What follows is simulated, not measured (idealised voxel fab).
Process module under the name voxel transistor to metal
This is section cut - it's 200 nm across, gridded in 5 nm square cells.
Cross-section, as written here: a square-cell grid given band by band from the top down, where a band holds one or more rows of cells. Band entry format. Leading values: height of top, height of bottom, nm. Remainder: materials in left-to-right order, each with its width in nm. Special words: "all across" on a single material, which then fills the band edge to edge; "empty", empty space. All heights in this document are referenced to 0, defined as the level beneath which the wafer, as received, consists entirely of one material. The lowest band is not bounded below; it extends indefinitely downward and is written in the form "0 -> down". Top row gets the first number, bottom row gets the second, and each row in between changes by the same step: that is how a band width like "30..40" works. Step note "remains unaltered" = no cross-section cell changed. For the entry "Closed-off voids", the listed items are empty spaces with no open way to the top whose size is 8 cells or more; each item follows the pattern width x height at distance, where distance is from the left edge and all three are in nm. Post-settings text on a step line: simulator's own remark regarding the step. "overlay nm" denotes, for a step that has a mask, the displacement of the mask to the right of its planned place, with negative values corresponding to the left.

# List of planned process steps
1: RECEIVE, material Si
2: CONFORMAL_DEP, material SiO2, thk nm 5
3: CONFORMAL_DEP, material SiN, thk nm 15
4: MASKED_ETCH, tone cover, mask id ACTIVE, width nm 115, etch materials SiN, depth nm 15, overlay nm 0
5: MASKED_ETCH, tone cover, mask id ACTIVE, width nm 115, etch materials SiO2, depth nm 5, overlay nm 0
6: MASKED_ETCH, tone cover, mask id ACTIVE, width nm 115, etch materials Si, depth nm 20, overlay nm 0
7: FILL_DEP, material SiO2, thk nm 15
8: CMP, height nm 20
9: SELECTIVE_ETCH, etch materials SiO2, depth nm 10
10: STRIP, etch materials SiN
11: SELECTIVE_ETCH, etch materials SiO2, depth nm 5
12: OXIDIZE, depth nm 5
13: DIRECTIONAL_DEP, material polySi, thk nm 25
14: DIRECTIONAL_DEP, material SiCN, thk nm 10
15: MASKED_ETCH, tone cover, mask id GATE, width nm 25, etch materials SiCN, depth nm 20, overlay nm 0
16: MASKED_ETCH, tone cover, mask id GATE, width nm 25, etch materials polySi, depth nm 35, overlay nm 0
17: CONFORMAL_DEP, material SiN, thk nm 10
18: DIRECTIONAL_ETCH, etch materials SiN, depth nm 10
19: DIRECTIONAL_ETCH, etch materials SiO2, depth nm 5
20: EPI, material SiGe, thk nm 5
21: FILL_DEP, material SiO2, thk nm 5
22: CMP, height nm 35
23: DIRECTIONAL_DEP, material SiO2, thk nm 10
24: PATTERN, tone open, mask id CONTACT, material resist, width nm 20, pitch nm 85, thk nm 15, overlay nm 0
25: DIRECTIONAL_ETCH, etch materials SiO2, depth nm 45
26: STRIP, etch materials resist
27: CONFORMAL_DEP, material TiN, thk nm 5
28: FILL_DEP, material W, thk nm 10
29: CMP, height nm 45
30: DIRECTIONAL_DEP, material TiN, thk nm 5
31: DIRECTIONAL_DEP, material Ru, thk nm 20
32: DIRECTIONAL_DEP, material aC, thk nm 10
33: PATTERN, tone cover, mask id METAL_1, material resist, width nm 20, pitch nm 85, thk nm 25, overlay nm 0
34: DIRECTIONAL_ETCH, etch materials aC, depth nm 10
35: STRIP, etch materials resist
36: DIRECTIONAL_ETCH, etch materials Ru, depth nm 20
37: DIRECTIONAL_ETCH, etch materials TiN, depth nm 5
38: STRIP, etch materials aC
39: CONFORMAL_DEP, material SiN, thk nm 5
40: FILL_DEP, material SiO2, thk nm 5
41: CMP, height nm 70
42: CONFORMAL_DEP, material SiCN, thk nm 5

# Received-state cross-section, reflecting completion of step 1
  0 -> down = Si all across
  Closed-off voids: none

# Run as planned - first of the two wafers cross-sectioned at the end of the module
  75 -> 70 = SiCN all across
  70 -> 50 = SiO2=40  SiN=5  Ru=20  SiN=5  SiO2=55  SiN=5  Ru=20  SiN=5  SiO2=45
  50 -> 45 = SiN=45  TiN=20  SiN=65  TiN=20  SiN=50
  45 -> 35 = SiO2=45  TiN=5  W=10  TiN=5  SiO2=65  TiN=5  W=10  TiN=5  SiO2=50
  35 -> 25 = SiO2=45  TiN=5  W=10  TiN=5  SiO2=10  SiN=10  SiCN=25  SiN=10  SiO2=10  TiN=5  W=10  TiN=5  SiO2=50
  25 -> 5 = SiO2=45  TiN=5  W=10  TiN=5  SiO2=10  SiN=10  polySi=25  SiN=10  SiO2=10  TiN=5  W=10  TiN=5  SiO2=50
  5 -> 0 = SiO2=35  SiN=10  TiN=20  SiO2=10  SiN=10  polySi=25  SiN=10  SiO2=10  TiN=20  SiN=10  SiO2=40
  0 -> -5 = SiO2=45  SiGe=30  SiO2=45  SiGe=30  SiO2=50
  -5 -> -20 = SiO2=40  Si=115  SiO2=45
  -20 -> down = Si all across
  Closed-off voids: none

# The second wafer, shown in cross-section after the module: started the same way as the first and given the same plan, yet one mistake crept into how it was run
  75 -> 70 = SiCN all across
  70 -> 65 = SiN=45  TiN=20  SiN=65  TiN=20  SiN=50
  65 -> 45 = Ru all across
  45 -> 35 = SiO2=45  TiN=5  W=10  TiN=5  SiO2=65  TiN=5  W=10  TiN=5  SiO2=50
  35 -> 25 = SiO2=45  TiN=5  W=10  TiN=5  SiO2=10  SiN=10  SiCN=25  SiN=10  SiO2=10  TiN=5  W=10  TiN=5  SiO2=50
  25 -> 5 = SiO2=45  TiN=5  W=10  TiN=5  SiO2=10  SiN=10  polySi=25  SiN=10  SiO2=10  TiN=5  W=10  TiN=5  SiO2=50
  5 -> 0 = SiO2=35  SiN=10  TiN=20  SiO2=10  SiN=10  polySi=25  SiN=10  SiO2=10  TiN=20  SiN=10  SiO2=40
  0 -> -5 = SiO2=45  SiGe=30  SiO2=45  SiGe=30  SiO2=50
  -5 -> -20 = SiO2=40  Si=115  SiO2=45
  -20 -> down = Si all across
  Closed-off voids: none
What broke from the plan during processing? steps 30 and 31 run out of order (swapped)
Bottom line after processing is that, in cells, the second wafer is up or down on some materials versus the first: 128 more of Ru, 16 fewer of SiN, 112 fewer of SiO2
